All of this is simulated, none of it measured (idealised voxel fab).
Process module name: voxel air gaps
The figure presents cross-section cut, which has a width of 290 nm and is divided into square cells with an edge length of 5 nm.
Cross-section spec: square-cell grid; bands listed top down; each band is one or more rows.
Top, bottom (nm), then materials left to right with widths (nm); lone material tagged "everywhere" fills the whole band edge to edge; "air" = empty space.
Where do heights start? At 0: under that level the wafer as delivered is made of one material only. And the lowest band has no floor; it just carries on downward, as in "0..down".
Think of "30 to 40" as a width that walks from the first number to the second as you go down the band, top row to bottom row, taking equal-sized steps from row to row.
Given "nothing altered" for a step, no cell of the cross-section differs between before and after that step.
This entry, "Closed internal cavities", enumerates those empty regions of no fewer than 8 cells that possess no open connection to the top. Each region is reported in the form width x height at distance, the distance being taken from the left edge, with all three quantities expressed in nm.
On a step's line, text after the settings is the simulator commenting on that step.
The optional step-line setting "overlay nm" applies to steps with a mask and quantifies how far to the right of its planned location the mask lay, a negative value indicating leftward placement.
-- So here's the lineup of process steps we planned
| 1 | RECEIVE (material Si) |
| 2 | CONFORMAL_DEP (material SiO2; thk nm 10) |
| 3 | CONFORMAL_DEP (material SiCN; thk nm 5) |
| 4 | DIRECTIONAL_DEP (material lowk; thk nm 40) |
| 5 | PATTERN (tone open; mask id LINES; material resist; width nm 15; pitch nm 40; thk nm 15; overlay nm 0) |
| 6 | DIRECTIONAL_ETCH (etch materials lowk; depth nm 40) |
| 7 | STRIP (etch materials resist) |
| 8 | CONFORMAL_DEP (material TiN; thk nm 5) |
| 9 | FILL_DEP (material Ru; thk nm 10) |
| 10 | CMP (height nm 55) |
| 11 | EPI (material Ru; thk nm 10) |
| 12 | SELECTIVE_ETCH (etch materials lowk; depth nm 50) |
| 13 | CONFORMAL_DEP (material SiCN; thk nm 5) |
-- First out of two wafers; run went to plan
-- Cross-section of the incoming wafer, state after step 1
	0..down = Si everywhere
	Closed internal cavities: none
-- The wafer in cross-section once step 2 is complete
	10..0 = SiO2 everywhere
	At heights below 0, the structure remains unaltered.
-- The wafer in cross-section once step 3 is complete
	15..10 = SiCN everywhere
	At heights below 10, the structure remains unaltered.
-- The wafer in cross-section once step 4 is complete
	55..15 = lowk everywhere
	At heights below 15, the structure remains unaltered.
-- The wafer in cross-section once step 5 is complete
	70..55 = resist 95 nm; air 15 nm; resist 25 nm; air 15 nm; resist 25 nm; air 15 nm; resist 100 nm
	At heights below 55, the structure remains unaltered.
-- The wafer in cross-section once step 6 is complete
	70..55 = resist 95 nm; air 15 nm; resist 25 nm; air 15 nm; resist 25 nm; air 15 nm; resist 100 nm
	55..15 = lowk 95 nm; air 15 nm; lowk 25 nm; air 15 nm; lowk 25 nm; air 15 nm; lowk 100 nm
	At heights below 15, the structure remains unaltered.
-- The wafer in cross-section once step 7 is complete
	55..15 = lowk 95 nm; air 15 nm; lowk 25 nm; air 15 nm; lowk 25 nm; air 15 nm; lowk 100 nm
	At heights below 15, the structure remains unaltered.
-- The wafer in cross-section once step 8 is complete
	60..55 = TiN 100 nm; air 5 nm; TiN 35 nm; air 5 nm; TiN 35 nm; air 5 nm; TiN 105 nm
	55..20 = lowk 95 nm; TiN 5 nm; air 5 nm; TiN 5 nm; lowk 25 nm; TiN 5 nm; air 5 nm; TiN 5 nm; lowk 25 nm; TiN 5 nm; air 5 nm; TiN 5 nm; lowk 100 nm
	20..15 = lowk 95 nm; TiN 15 nm; lowk 25 nm; TiN 15 nm; lowk 25 nm; TiN 15 nm; lowk 100 nm
	At heights below 15, the structure remains unaltered.
-- The wafer in cross-section once step 9 is complete
	70..60 = Ru everywhere
	60..55 = TiN 100 nm; Ru 5 nm; TiN 35 nm; Ru 5 nm; TiN 35 nm; Ru 5 nm; TiN 105 nm
	55..20 = lowk 95 nm; TiN 5 nm; Ru 5 nm; TiN 5 nm; lowk 25 nm; TiN 5 nm; Ru 5 nm; TiN 5 nm; lowk 25 nm; TiN 5 nm; Ru 5 nm; TiN 5 nm; lowk 100 nm
	At heights below 20, the structure remains unaltered.
-- The wafer in cross-section once step 10 is complete
	55..20 = lowk 95 nm; TiN 5 nm; Ru 5 nm; TiN 5 nm; lowk 25 nm; TiN 5 nm; Ru 5 nm; TiN 5 nm; lowk 25 nm; TiN 5 nm; Ru 5 nm; TiN 5 nm; lowk 100 nm
	At heights below 20, the structure remains unaltered.
-- The wafer in cross-section once step 11 is complete
	65..55 = air 85 nm; Ru 35 nm; air 5 nm; Ru 35 nm; air 5 nm; Ru 35 nm; air 90 nm
	At heights below 55, the structure remains unaltered.
-- The wafer in cross-section once step 12 is complete
	65..55 = air 85 nm; Ru 35 nm; air 5 nm; Ru 35 nm; air 5 nm; Ru 35 nm; air 90 nm
	55..20 = air 95 nm; TiN 5 nm; Ru 5 nm; TiN 5 nm; air 25 nm; TiN 5 nm; Ru 5 nm; TiN 5 nm; air 25 nm; TiN 5 nm; Ru 5 nm; TiN 5 nm; air 100 nm
	20..15 = air 95 nm; TiN 15 nm; air 25 nm; TiN 15 nm; air 25 nm; TiN 15 nm; air 100 nm
	At heights below 15, the structure remains unaltered.
-- The wafer in cross-section once step 13 is complete
	70..65 = air 80 nm; SiCN 125 nm; air 85 nm
	65..55 = air 80 nm; SiCN 5 nm; Ru 35 nm; SiCN 5 nm; Ru 35 nm; SiCN 5 nm; Ru 35 nm; SiCN 5 nm; air 85 nm
	55..50 = air 80 nm; SiCN 15 nm; TiN 5 nm; Ru 5 nm; TiN 5 nm; SiCN 25 nm; TiN 5 nm; Ru 5 nm; TiN 5 nm; SiCN 25 nm; TiN 5 nm; Ru 5 nm; TiN 5 nm; SiCN 15 nm; air 85 nm
	50..20 = air 90 nm; SiCN 5 nm; TiN 5 nm; Ru 5 nm; TiN 5 nm; SiCN 5 nm; air 15 nm; SiCN 5 nm; TiN 5 nm; Ru 5 nm; TiN 5 nm; SiCN 5 nm; air 15 nm; SiCN 5 nm; TiN 5 nm; Ru 5 nm; TiN 5 nm; SiCN 5 nm; air 95 nm
	20..15 = SiCN 95 nm; TiN 15 nm; SiCN 25 nm; TiN 15 nm; SiCN 25 nm; TiN 15 nm; SiCN 100 nm
	At heights below 15, the structure remains unaltered.
	Closed internal cavities: 15 x 30 at 115; 15 x 30 at 155
-- Companion wafer, the second of two: same beginning, same intended sequence, one mistake in carrying it out; through step 3 inclusive it tracks the first exactly
-- X-section, second wafer, when step 4 was due to finish
	45..15 = lowk everywhere
	At heights below 15, the structure remains unaltered.
-- X-section, second wafer, when step 5 was due to finish
	60..45 = resist 95 nm; air 15 nm; resist 25 nm; air 15 nm; resist 25 nm; air 15 nm; resist 100 nm
	At heights below 45, the structure remains unaltered.
-- X-section, second wafer, when step 6 was due to finish
	60..45 = resist 95 nm; air 15 nm; resist 25 nm; air 15 nm; resist 25 nm; air 15 nm; resist 100 nm
	45..15 = lowk 95 nm; air 15 nm; lowk 25 nm; air 15 nm; lowk 25 nm; air 15 nm; lowk 100 nm
	At heights below 15, the structure remains unaltered.
-- X-section, second wafer, when step 7 was due to finish
	45..15 = lowk 95 nm; air 15 nm; lowk 25 nm; air 15 nm; lowk 25 nm; air 15 nm; lowk 100 nm
	At heights below 15, the structure remains unaltered.
-- X-section, second wafer, when step 8 was due to finish
	50..45 = TiN 100 nm; air 5 nm; TiN 35 nm; air 5 nm; TiN 35 nm; air 5 nm; TiN 105 nm
	45..20 = lowk 95 nm; TiN 5 nm; air 5 nm; TiN 5 nm; lowk 25 nm; TiN 5 nm; air 5 nm; TiN 5 nm; lowk 25 nm; TiN 5 nm; air 5 nm; TiN 5 nm; lowk 100 nm
	20..15 = lowk 95 nm; TiN 15 nm; lowk 25 nm; TiN 15 nm; lowk 25 nm; TiN 15 nm; lowk 100 nm
	At heights below 15, the structure remains unaltered.
-- X-section, second wafer, when step 9 was due to finish
	60..50 = Ru everywhere
	50..45 = TiN 100 nm; Ru 5 nm; TiN 35 nm; Ru 5 nm; TiN 35 nm; Ru 5 nm; TiN 105 nm
	45..20 = lowk 95 nm; TiN 5 nm; Ru 5 nm; TiN 5 nm; lowk 25 nm; TiN 5 nm; Ru 5 nm; TiN 5 nm; lowk 25 nm; TiN 5 nm; Ru 5 nm; TiN 5 nm; lowk 100 nm
	At heights below 20, the structure remains unaltered.
-- X-section, second wafer, when step 10 was due to finish
	55..50 = Ru everywhere
	At heights below 50, the structure remains unaltered.
-- X-section, second wafer, when step 11 was due to finish
	65..50 = Ru everywhere
	At heights below 50, the structure remains unaltered.
X-section, second wafer, when step 12 was due to finish: nothing altered
-- X-section, second wafer, when step 13 was due to finish
	70..65 = SiCN everywhere
	At heights below 65, the structure remains unaltered.
In executing the process, a mistake was made relative to the plan: it should be noted that step 4 was executed with settings other than those planned, the operation and settings actually applied being DIRECTIONAL_DEP (material lowk; thk nm 30)
Cell-count delta at end, second wafer over first, by material: +129 Ru, -76 SiCN, +43 TiN, +294 lowk
The final tally of closed voids stands at 2 on the first wafer and 0 on the second.
